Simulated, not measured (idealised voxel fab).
Presented below is a process module, voxel self aligned contacts.
Cross-section cut: width 245 nm, square cells of 5 nm.
Cross-section spec: square-cell grid; bands listed top down; each band is one or more rows. Heights first: top, then bottom, in nm. Then materials, left to right, each with a width in nm. "everywhere" on a single material: fills the band edge to edge. "empty": empty space. A quick word on heights: they are counted from 0, and under that level the wafer as it came to us is one material throughout. The lowest band is different from the rest in having no bottom; it simply continues downward, written as in "0 nm and below". Width: "30->40" (first number = top row, second number = bottom row, same change from row to row of cells). "remains unaltered", as given for a step, is the statement that not any cell of the cross-section underwent a change during that step. Look at "Sealed internal cavities" for the closed voids: empty spaces with no open path to the top, sized 8 cells or up. Each is width x height at distance, distance from the left edge, all nm. Read whatever lies past the settings on a step's line as the simulator's own remark about the step. overlay nm: where the mask lay relative to plan, measured to the right, on steps with a mask; negatives go left.

-- Listed below are the process steps as planned
1: RECEIVE with material Si
2: OXIDIZE with depth nm 5
3: DIRECTIONAL_DEP with material polySi, thk nm 30
4: DIRECTIONAL_DEP with material SiN, thk nm 15
5: MASKED_ETCH with tone cover, mask id GATE, width nm 35, pitch nm 70, etch materials SiN, depth nm 15, overlay nm 0
6: MASKED_ETCH with tone cover, mask id GATE, width nm 35, pitch nm 70, etch materials polySi, depth nm 30, overlay nm 0
7: CONFORMAL_DEP with material SiN, thk nm 5
8: DIRECTIONAL_ETCH with etch materials SiN, depth nm 5
9: FILL_DEP with material SiO2, thk nm 15
10: CMP with height nm 50
11: DIRECTIONAL_DEP with material aC, thk nm 15
12: PATTERN with tone open, mask id CONTACT, material resist, width nm 55, pitch nm 70, thk nm 35, overlay nm 0
13: DIRECTIONAL_ETCH with etch materials aC, depth nm 15
14: STRIP with etch materials resist
15: DIRECTIONAL_ETCH with etch materials SiO2, depth nm 55
16: STRIP with etch materials aC
17: CONFORMAL_DEP with material TiN, thk nm 5
18: FILL_DEP with material Ru, thk nm 10
19: CMP with height nm 50
20: CONFORMAL_DEP with material SiCN, thk nm 5

-- First of two wafers: run as planned

-- Received-state cross-section, reflecting completion of step 1
> 0 nm and below  Si everywhere
> Sealed internal cavities: none

-- Step 2 complete: cross-section through the wafer
> 0 nm to -5 nm  SiO2 everywhere
> Lower than -5, everything is as it was.

-- Step 3 complete: cross-section through the wafer
> 30 nm to 0 nm  polySi everywhere
> Lower than 0, everything is as it was.

-- Step 4 complete: cross-section through the wafer
> 45 nm to 30 nm  SiN everywhere
> Lower than 30, everything is as it was.

-- Step 5 complete: cross-section through the wafer
> 45 nm to 30 nm  empty=35  SiN=35  empty=35  SiN=35  empty=35  SiN=35  empty=35
> Lower than 30, everything is as it was.

-- Step 6 complete: cross-section through the wafer
> 45 nm to 30 nm  empty=35  SiN=35  empty=35  SiN=35  empty=35  SiN=35  empty=35
> 30 nm to 0 nm  empty=35  polySi=35  empty=35  polySi=35  empty=35  polySi=35  empty=35
> Lower than 0, everything is as it was.

-- Step 7 complete: cross-section through the wafer
> 50 nm to 30 nm  empty=30  SiN=45  empty=25  SiN=45  empty=25  SiN=45  empty=30
> 30 nm to 5 nm  empty=30  SiN=5  polySi=35  SiN=5  empty=25  SiN=5  polySi=35  SiN=5  empty=25  SiN=5  polySi=35  SiN=5  empty=30
> 5 nm to 0 nm  SiN=35  polySi=35  SiN=35  polySi=35  SiN=35  polySi=35  SiN=35
> Lower than 0, everything is as it was.

-- Step 8 complete: cross-section through the wafer
> 45 nm to 30 nm  empty=30  SiN=45  empty=25  SiN=45  empty=25  SiN=45  empty=30
> 30 nm to 0 nm  empty=30  SiN=5  polySi=35  SiN=5  empty=25  SiN=5  polySi=35  SiN=5  empty=25  SiN=5  polySi=35  SiN=5  empty=30
> Lower than 0, everything is as it was.

-- Step 9 complete: cross-section through the wafer
> 60 nm to 45 nm  SiO2 everywhere
> 45 nm to 30 nm  SiO2=30  SiN=45  SiO2=25  SiN=45  SiO2=25  SiN=45  SiO2=30
> 30 nm to 0 nm  SiO2=30  SiN=5  polySi=35  SiN=5  SiO2=25  SiN=5  polySi=35  SiN=5  SiO2=25  SiN=5  polySi=35  SiN=5  SiO2=30
> Lower than 0, everything is as it was.

-- Step 10 complete: cross-section through the wafer
> 50 nm to 45 nm  SiO2 everywhere
> Lower than 45, everything is as it was.

-- Step 11 complete: cross-section through the wafer
> 65 nm to 50 nm  aC everywhere
> Lower than 50, everything is as it was.

-- Step 12 complete: cross-section through the wafer
> 100 nm to 65 nm  resist=60  empty=55  resist=15  empty=55  resist=60
> Lower than 65, everything is as it was.

-- Step 13 complete: cross-section through the wafer
> 85 nm to 65 nm  resist=60  empty=55  resist=15  empty=55  resist=60
> 65 nm to 50 nm  aC=60  empty=55  aC=15  empty=55  aC=60
> Lower than 50, everything is as it was.

-- Step 14 complete: cross-section through the wafer
> 65 nm to 50 nm  aC=60  empty=55  aC=15  empty=55  aC=60
> Lower than 50, everything is as it was.

-- Step 15 complete: cross-section through the wafer
> 65 nm to 50 nm  aC=60  empty=55  aC=15  empty=55  aC=60
> 50 nm to 45 nm  SiO2=60  empty=55  SiO2=15  empty=55  SiO2=60
> 45 nm to 30 nm  SiO2=30  SiN=45  empty=25  SiN=45  empty=25  SiN=45  SiO2=30
> 30 nm to 0 nm  SiO2=30  SiN=5  polySi=35  SiN=5  empty=25  SiN=5  polySi=35  SiN=5  empty=25  SiN=5  polySi=35  SiN=5  SiO2=30
> 0 nm to -5 nm  SiO2=75  empty=25  SiO2=45  empty=25  SiO2=75
> Lower than -5, everything is as it was.

-- Step 16 complete: cross-section through the wafer
> 50 nm to 45 nm  SiO2=60  empty=55  SiO2=15  empty=55  SiO2=60
> Lower than 45, everything is as it was.

-- Step 17 complete: cross-section through the wafer
> 55 nm to 50 nm  TiN=65  empty=45  TiN=25  empty=45  TiN=65
> 50 nm to 45 nm  SiO2=60  TiN=20  empty=15  TiN=20  SiO2=15  TiN=20  empty=15  TiN=20  SiO2=60
> 45 nm to 30 nm  SiO2=30  SiN=45  TiN=5  empty=15  TiN=5  SiN=45  TiN=5  empty=15  TiN=5  SiN=45  SiO2=30
> 30 nm to 0 nm  SiO2=30  SiN=5  polySi=35  SiN=5  TiN=5  empty=15  TiN=5  SiN=5  polySi=35  SiN=5  TiN=5  empty=15  TiN=5  SiN=5  polySi=35  SiN=5  SiO2=30
> 0 nm to -5 nm  SiO2=75  TiN=25  SiO2=45  TiN=25  SiO2=75
> Lower than -5, everything is as it was.

-- Step 18 complete: cross-section through the wafer
> 65 nm to 55 nm  Ru everywhere
> 55 nm to 50 nm  TiN=65  Ru=45  TiN=25  Ru=45  TiN=65
> 50 nm to 45 nm  SiO2=60  TiN=20  Ru=15  TiN=20  SiO2=15  TiN=20  Ru=15  TiN=20  SiO2=60
> 45 nm to 30 nm  SiO2=30  SiN=45  TiN=5  Ru=15  TiN=5  SiN=45  TiN=5  Ru=15  TiN=5  SiN=45  SiO2=30
> 30 nm to 0 nm  SiO2=30  SiN=5  polySi=35  SiN=5  TiN=5  Ru=15  TiN=5  SiN=5  polySi=35  SiN=5  TiN=5  Ru=15  TiN=5  SiN=5  polySi=35  SiN=5  SiO2=30
> Lower than 0, everything is as it was.

-- Step 19 complete: cross-section through the wafer
> 50 nm to 45 nm  SiO2=60  TiN=20  Ru=15  TiN=20  SiO2=15  TiN=20  Ru=15  TiN=20  SiO2=60
> Lower than 45, everything is as it was.

-- Step 20 complete: cross-section through the wafer
> 55 nm to 50 nm  SiCN everywhere
> Lower than 50, everything is as it was.

-- Wafer two: like wafer one in start and plan, but with one mistake in execution; identical up to and including step 2

-- Second wafer, section view, time point: scheduled end of step 3
> 60 nm to 0 nm  polySi everywhere
> Lower than 0, everything is as it was.

-- Second wafer, section view, time point: scheduled end of step 4
> 75 nm to 60 nm  SiN everywhere
> Lower than 60, everything is as it was.

-- Second wafer, section view, time point: scheduled end of step 5
> 75 nm to 60 nm  empty=35  SiN=35  empty=35  SiN=35  empty=35  SiN=35  empty=35
> Lower than 60, everything is as it was.

-- Second wafer, section view, time point: scheduled end of step 6
> 75 nm to 60 nm  empty=35  SiN=35  empty=35  SiN=35  empty=35  SiN=35  empty=35
> 60 nm to 30 nm  empty=35  polySi=35  empty=35  polySi=35  empty=35  polySi=35  empty=35
> Lower than 30, everything is as it was.

-- Second wafer, section view, time point: scheduled end of step 7
> 80 nm to 60 nm  empty=30  SiN=45  empty=25  SiN=45  empty=25  SiN=45  empty=30
> 60 nm to 35 nm  empty=30  SiN=5  polySi=35  SiN=5  empty=25  SiN=5  polySi=35  SiN=5  empty=25  SiN=5  polySi=35  SiN=5  empty=30
> 35 nm to 30 nm  SiN=35  polySi=35  SiN=35  polySi=35  SiN=35  polySi=35  SiN=35
> Lower than 30, everything is as it was.

-- Second wafer, section view, time point: scheduled end of step 8
> 75 nm to 60 nm  empty=30  SiN=45  empty=25  SiN=45  empty=25  SiN=45  empty=30
> 60 nm to 30 nm  empty=30  SiN=5  polySi=35  SiN=5  empty=25  SiN=5  polySi=35  SiN=5  empty=25  SiN=5  polySi=35  SiN=5  empty=30
> Lower than 30, everything is as it was.

-- Second wafer, section view, time point: scheduled end of step 9
> 90 nm to 75 nm  SiO2 everywhere
> 75 nm to 60 nm  SiO2=30  SiN=45  SiO2=25  SiN=45  SiO2=25  SiN=45  SiO2=30
> 60 nm to 30 nm  SiO2=30  SiN=5  polySi=35  SiN=5  SiO2=25  SiN=5  polySi=35  SiN=5  SiO2=25  SiN=5  polySi=35  SiN=5  SiO2=30
> Lower than 30, everything is as it was.

-- Second wafer, section view, time point: scheduled end of step 10
> 50 nm to 30 nm  SiO2=30  SiN=5  polySi=35  SiN=5  SiO2=25  SiN=5  polySi=35  SiN=5  SiO2=25  SiN=5  polySi=35  SiN=5  SiO2=30
> Lower than 30, everything is as it was.

-- Second wafer, section view, time point: scheduled end of step 11
> 65 nm to 50 nm  aC everywhere
> Lower than 50, everything is as it was.

-- Second wafer, section view, time point: scheduled end of step 12
> 100 nm to 65 nm  resist=60  empty=55  resist=15  empty=55  resist=60
> Lower than 65, everything is as it was.

-- Second wafer, section view, time point: scheduled end of step 13
> 85 nm to 65 nm  resist=60  empty=55  resist=15  empty=55  resist=60
> 65 nm to 50 nm  aC=60  empty=55  aC=15  empty=55  aC=60
> Lower than 50, everything is as it was.

-- Second wafer, section view, time point: scheduled end of step 14
> 65 nm to 50 nm  aC=60  empty=55  aC=15  empty=55  aC=60
> Lower than 50, everything is as it was.

-- Second wafer, section view, time point: scheduled end of step 15
> 65 nm to 50 nm  aC=60  empty=55  aC=15  empty=55  aC=60
> 50 nm to 30 nm  SiO2=30  SiN=5  polySi=35  SiN=5  empty=25  SiN=5  polySi=35  SiN=5  empty=25  SiN=5  polySi=35  SiN=5  SiO2=30
> Lower than 30, everything is as it was.

-- Second wafer, section view, time point: scheduled end of step 16
> 50 nm to 30 nm  SiO2=30  SiN=5  polySi=35  SiN=5  empty=25  SiN=5  polySi=35  SiN=5  empty=25  SiN=5  polySi=35  SiN=5  SiO2=30
> Lower than 30, everything is as it was.

-- Second wafer, section view, time point: scheduled end of step 17
> 55 nm to 50 nm  TiN=80  empty=15  TiN=55  empty=15  TiN=80
> 50 nm to 35 nm  SiO2=30  SiN=5  polySi=35  SiN=5  TiN=5  empty=15  TiN=5  SiN=5  polySi=35  SiN=5  TiN=5  empty=15  TiN=5  SiN=5  polySi=35  SiN=5  SiO2=30
> 35 nm to 30 nm  SiO2=30  SiN=5  polySi=35  SiN=5  TiN=25  SiN=5  polySi=35  SiN=5  TiN=25  SiN=5  polySi=35  SiN=5  SiO2=30
> Lower than 30, everything is as it was.

-- Second wafer, section view, time point: scheduled end of step 18
> 65 nm to 55 nm  Ru everywhere
> 55 nm to 50 nm  TiN=80  Ru=15  TiN=55  Ru=15  TiN=80
> 50 nm to 35 nm  SiO2=30  SiN=5  polySi=35  SiN=5  TiN=5  Ru=15  TiN=5  SiN=5  polySi=35  SiN=5  TiN=5  Ru=15  TiN=5  SiN=5  polySi=35  SiN=5  SiO2=30
> Lower than 35, everything is as it was.

-- Second wafer, section view, time point: scheduled end of step 19
> 50 nm to 35 nm  SiO2=30  SiN=5  polySi=35  SiN=5  TiN=5  Ru=15  TiN=5  SiN=5  polySi=35  SiN=5  TiN=5  Ru=15  TiN=5  SiN=5  polySi=35  SiN=5  SiO2=30
> Lower than 35, everything is as it was.

-- Second wafer, section view, time point: scheduled end of step 20
> 55 nm to 50 nm  SiCN everywhere
> Lower than 50, everything is as it was.
Short version of what went wrong: plan step 3 ran twice
Wafer comparison, final, in cells, second relative to first, materials more or fewer: -42 Ru | -93 SiN | -77 SiO2 | -40 TiN | +252 polySi
